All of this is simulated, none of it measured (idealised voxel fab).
Name of the process module below: voxel capacitor over wiring
This is section cut - it's 140 nm across, gridded in 5 nm square cells.
Cross-section format: a grid of square cells, given as bands from top to bottom; each band is one or more rows of cells. Band entry format. Leading values: height of top, height of bottom, nm. Remainder: materials in left-to-right order, each with its width in nm. Special words: "all across" on a single material, which then fills the band edge to edge; "blank", empty space. Height 0 is the level under which the wafer as received is all one material. The lowest band goes on downwards, as in "0 -> down". Quick explanation for "30..40": the width changes in equal steps down the rows of cells, from the first number in the band's top row to the second number in its bottom row. "changes: none" after a step means that no cell of the cross-section changed. Under "Internal closed voids" you'll find the enclosed gaps, the ones with no way out to the top, that are 8 cells or bigger; each reads width x height at distance, with distance counted from the left edge, everything in nm. Text after the settings on a step's line: the simulator's own remark on that step. Regarding "overlay nm": on a step with a mask, it is the distance the mask lay to the right of its planned place; a negative value places it to the left.

THIS SECTION LISTS THE PROCESS STEPS THAT WERE PLANNED
1: RECEIVE [material Si]
2: CONFORMAL_DEP [material SiO2] [thk nm 15]
3: DIRECTIONAL_DEP [material TiN] [thk nm 5]
4: DIRECTIONAL_DEP [material Ru] [thk nm 15]
5: PATTERN [tone cover] [mask id METAL_1] [material resist] [width nm 25] [pitch nm 85] [thk nm 15] [overlay nm 0]
6: DIRECTIONAL_ETCH [etch materials Ru] [depth nm 15]
7: DIRECTIONAL_ETCH [etch materials TiN] [depth nm 5]
8: STRIP [etch materials resist]
9: FILL_DEP [material lowk] [thk nm 10]
10: CMP [height nm 35]
11: CONFORMAL_DEP [material SiCN] [thk nm 5]
12: DIRECTIONAL_DEP [material lowk] [thk nm 20]
13: PATTERN [tone open] [mask id PLUG_1] [material resist] [width nm 15] [thk nm 15] [overlay nm 0]
14: DIRECTIONAL_ETCH [etch materials lowk] [depth nm 20]
15: DIRECTIONAL_ETCH [etch materials SiCN] [depth nm 5]
16: STRIP [etch materials resist]
17: EPI [material Ru] [thk nm 10]
18: EPI [material Ru] [thk nm 10]
19: EPI [material Ru] [thk nm 5]
20: DIRECTIONAL_DEP [material TiN] [thk nm 10]
21: DIRECTIONAL_DEP [material SiN] [thk nm 5]
22: DIRECTIONAL_DEP [material TiN] [thk nm 5]
23: MASKED_ETCH [tone cover] [mask id UPPER_PLATE] [width nm 65] [etch materials TiN] [depth nm 5] [overlay nm 0]
24: MASKED_ETCH [tone cover] [mask id UPPER_PLATE] [width nm 65] [etch materials SiN] [depth nm 5] [overlay nm 0]
25: MASKED_ETCH [tone cover] [mask id LOWER_PLATE] [width nm 75] [etch materials TiN] [depth nm 10] [overlay nm 0]
26: FILL_DEP [material SiO2] [thk nm 15]
27: CMP [height nm 90]
28: MASKED_ETCH [tone open] [mask id PLUG_2] [width nm 15] [etch materials SiO2] [depth nm 10] [overlay nm 0]
29: CONFORMAL_DEP [material TiN] [thk nm 5]
30: FILL_DEP [material Ru] [thk nm 10]
31: CMP [height nm 90]
32: CONFORMAL_DEP [material SiCN] [thk nm 5]

OF TWO WAFERS, THE FIRST: RUN ACCORDING TO PLAN

STEP 1 COMPLETE: CROSS-SECTION OF THE WAFER AS RECEIVED
  0 -> down: Si all across
  Internal closed voids: none

WAFER SECTION VIEW AFTER PROCESSING STEP 2
  15 -> 0: SiO2 all across
  Nothing below the height 0 has changed.

WAFER SECTION VIEW AFTER PROCESSING STEP 3
  20 -> 15: TiN all across
  Nothing below the height 15 has changed.

WAFER SECTION VIEW AFTER PROCESSING STEP 4
  35 -> 20: Ru all across
  Nothing below the height 20 has changed.

WAFER SECTION VIEW AFTER PROCESSING STEP 5
  50 -> 35: 15 of blank / 25 of resist / 60 of blank / 25 of resist / 15 of blank
  Nothing below the height 35 has changed.

WAFER SECTION VIEW AFTER PROCESSING STEP 6
  50 -> 35: 15 of blank / 25 of resist / 60 of blank / 25 of resist / 15 of blank
  35 -> 20: 15 of blank / 25 of Ru / 60 of blank / 25 of Ru / 15 of blank
  Nothing below the height 20 has changed.

WAFER SECTION VIEW AFTER PROCESSING STEP 7
  50 -> 35: 15 of blank / 25 of resist / 60 of blank / 25 of resist / 15 of blank
  35 -> 20: 15 of blank / 25 of Ru / 60 of blank / 25 of Ru / 15 of blank
  20 -> 15: 15 of blank / 25 of TiN / 60 of blank / 25 of TiN / 15 of blank
  Nothing below the height 15 has changed.

WAFER SECTION VIEW AFTER PROCESSING STEP 8
  35 -> 20: 15 of blank / 25 of Ru / 60 of blank / 25 of Ru / 15 of blank
  Nothing below the height 20 has changed.

WAFER SECTION VIEW AFTER PROCESSING STEP 9
  45 -> 35: lowk all across
  35 -> 20: 15 of lowk / 25 of Ru / 60 of lowk / 25 of Ru / 15 of lowk
  20 -> 15: 15 of lowk / 25 of TiN / 60 of lowk / 25 of TiN / 15 of lowk
  Nothing below the height 15 has changed.

WAFER SECTION VIEW AFTER PROCESSING STEP 10
  35 -> 20: 15 of lowk / 25 of Ru / 60 of lowk / 25 of Ru / 15 of lowk
  Nothing below the height 20 has changed.

WAFER SECTION VIEW AFTER PROCESSING STEP 11
  40 -> 35: SiCN all across
  Nothing below the height 35 has changed.

WAFER SECTION VIEW AFTER PROCESSING STEP 12
  60 -> 40: lowk all across
  Nothing below the height 40 has changed.

WAFER SECTION VIEW AFTER PROCESSING STEP 13
  75 -> 60: 25 of resist / 15 of blank / 100 of resist
  Nothing below the height 60 has changed.

WAFER SECTION VIEW AFTER PROCESSING STEP 14
  75 -> 60: 25 of resist / 15 of blank / 100 of resist
  60 -> 40: 25 of lowk / 15 of blank / 100 of lowk
  Nothing below the height 40 has changed.

WAFER SECTION VIEW AFTER PROCESSING STEP 15
  75 -> 60: 25 of resist / 15 of blank / 100 of resist
  60 -> 40: 25 of lowk / 15 of blank / 100 of lowk
  40 -> 35: 25 of SiCN / 15 of blank / 100 of SiCN
  Nothing below the height 35 has changed.

WAFER SECTION VIEW AFTER PROCESSING STEP 16
  60 -> 40: 25 of lowk / 15 of blank / 100 of lowk
  Nothing below the height 40 has changed.

WAFER SECTION VIEW AFTER PROCESSING STEP 17
  60 -> 45: 25 of lowk / 15 of blank / 100 of lowk
  45 -> 40: 25 of lowk / 15 of Ru / 100 of lowk
  40 -> 35: 25 of SiCN / 15 of Ru / 100 of SiCN
  Nothing below the height 35 has changed.

WAFER SECTION VIEW AFTER PROCESSING STEP 18
  60 -> 55: 25 of lowk / 15 of blank / 100 of lowk
  55 -> 40: 25 of lowk / 15 of Ru / 100 of lowk
  Nothing below the height 40 has changed.

WAFER SECTION VIEW AFTER PROCESSING STEP 19
  60 -> 40: 25 of lowk / 15 of Ru / 100 of lowk
  Nothing below the height 40 has changed.

WAFER SECTION VIEW AFTER PROCESSING STEP 20
  70 -> 60: TiN all across
  Nothing below the height 60 has changed.

WAFER SECTION VIEW AFTER PROCESSING STEP 21
  75 -> 70: SiN all across
  Nothing below the height 70 has changed.

WAFER SECTION VIEW AFTER PROCESSING STEP 22
  80 -> 75: TiN all across
  Nothing below the height 75 has changed.

WAFER SECTION VIEW AFTER PROCESSING STEP 23
  80 -> 75: 25 of blank / 65 of TiN / 50 of blank
  Nothing below the height 75 has changed.

WAFER SECTION VIEW AFTER PROCESSING STEP 24
  80 -> 75: 25 of blank / 65 of TiN / 50 of blank
  75 -> 70: 25 of blank / 65 of SiN / 50 of blank
  Nothing below the height 70 has changed.

WAFER SECTION VIEW AFTER PROCESSING STEP 25
  80 -> 75: 25 of blank / 65 of TiN / 50 of blank
  75 -> 70: 25 of blank / 65 of SiN / 50 of blank
  70 -> 60: 20 of blank / 75 of TiN / 45 of blank
  Nothing below the height 60 has changed.

WAFER SECTION VIEW AFTER PROCESSING STEP 26
  95 -> 80: SiO2 all across
  80 -> 75: 25 of SiO2 / 65 of TiN / 50 of SiO2
  75 -> 70: 25 of SiO2 / 65 of SiN / 50 of SiO2
  70 -> 60: 20 of SiO2 / 75 of TiN / 45 of SiO2
  Nothing below the height 60 has changed.

WAFER SECTION VIEW AFTER PROCESSING STEP 27
  90 -> 80: SiO2 all across
  Nothing below the height 80 has changed.

WAFER SECTION VIEW AFTER PROCESSING STEP 28
  90 -> 80: 35 of SiO2 / 15 of blank / 90 of SiO2
  Nothing below the height 80 has changed.

WAFER SECTION VIEW AFTER PROCESSING STEP 29
  95 -> 90: 40 of TiN / 5 of blank / 95 of TiN
  90 -> 85: 35 of SiO2 / 5 of TiN / 5 of blank / 5 of TiN / 90 of SiO2
  85 -> 75: 35..25 of SiO2 / 15..65 of TiN / 90..50 of SiO2
  Nothing below the height 75 has changed.

WAFER SECTION VIEW AFTER PROCESSING STEP 30
  105 -> 95: Ru all across
  95 -> 90: 40 of TiN / 5 of Ru / 95 of TiN
  90 -> 85: 35 of SiO2 / 5 of TiN / 5 of Ru / 5 of TiN / 90 of SiO2
  Nothing below the height 85 has changed.

WAFER SECTION VIEW AFTER PROCESSING STEP 31
  90 -> 85: 35 of SiO2 / 5 of TiN / 5 of Ru / 5 of TiN / 90 of SiO2
  Nothing below the height 85 has changed.

WAFER SECTION VIEW AFTER PROCESSING STEP 32
  95 -> 90: SiCN all across
  Nothing below the height 90 has changed.

SECOND OF TWO: SAME START, SAME PLAN, ONE RUN ERROR; STEPS UP TO AND INCLUDING 23 MATCH THE FIRST

CROSS-SECTION OF THE SECOND WAFER CORRESPONDING TO THE PLANNED CONCLUSION OF STEP 24
  80 -> 75: 25 of blank / 65 of TiN / 50 of blank
  75 -> 70: 15 of blank / 75 of SiN / 50 of blank
  Nothing below the height 70 has changed.

CROSS-SECTION OF THE SECOND WAFER CORRESPONDING TO THE PLANNED CONCLUSION OF STEP 25
  80 -> 75: 25 of blank / 65 of TiN / 50 of blank
  75 -> 70: 15 of blank / 75 of SiN / 50 of blank
  70 -> 60: 15 of blank / 80 of TiN / 45 of blank
  Nothing below the height 60 has changed.

CROSS-SECTION OF THE SECOND WAFER CORRESPONDING TO THE PLANNED CONCLUSION OF STEP 26
  95 -> 80: SiO2 all across
  80 -> 75: 25 of SiO2 / 65 of TiN / 50 of SiO2
  75 -> 70: 15 of SiO2 / 75 of SiN / 50 of SiO2
  70 -> 60: 15 of SiO2 / 80 of TiN / 45 of SiO2
  Nothing below the height 60 has changed.

CROSS-SECTION OF THE SECOND WAFER CORRESPONDING TO THE PLANNED CONCLUSION OF STEP 27
  90 -> 80: SiO2 all across
  Nothing below the height 80 has changed.

CROSS-SECTION OF THE SECOND WAFER CORRESPONDING TO THE PLANNED CONCLUSION OF STEP 28
  90 -> 80: 35 of SiO2 / 15 of blank / 90 of SiO2
  Nothing below the height 80 has changed.

CROSS-SECTION OF THE SECOND WAFER CORRESPONDING TO THE PLANNED CONCLUSION OF STEP 29
  95 -> 90: 40 of TiN / 5 of blank / 95 of TiN
  90 -> 85: 35 of SiO2 / 5 of TiN / 5 of blank / 5 of TiN / 90 of SiO2
  85 -> 75: 35..25 of SiO2 / 15..65 of TiN / 90..50 of SiO2
  Nothing below the height 75 has changed.

CROSS-SECTION OF THE SECOND WAFER CORRESPONDING TO THE PLANNED CONCLUSION OF STEP 30
  105 -> 95: Ru all across
  95 -> 90: 40 of TiN / 5 of Ru / 95 of TiN
  90 -> 85: 35 of SiO2 / 5 of TiN / 5 of Ru / 5 of TiN / 90 of SiO2
  Nothing below the height 85 has changed.

CROSS-SECTION OF THE SECOND WAFER CORRESPONDING TO THE PLANNED CONCLUSION OF STEP 31
  90 -> 85: 35 of SiO2 / 5 of TiN / 5 of Ru / 5 of TiN / 90 of SiO2
  Nothing below the height 85 has changed.

CROSS-SECTION OF THE SECOND WAFER CORRESPONDING TO THE PLANNED CONCLUSION OF STEP 32
  95 -> 90: SiCN all across
  Nothing below the height 90 has changed.
Error vs. plan: planned and actual differ for step 24; actual: MASKED_ETCH [tone cover] [mask id UPPER_PLATE] [width nm 65] [etch materials SiN] [depth nm 5] [overlay nm -10]
End of process, cell counts, second wafer against first, materials with more or fewer: SiN +2; SiO2 -4; TiN +2
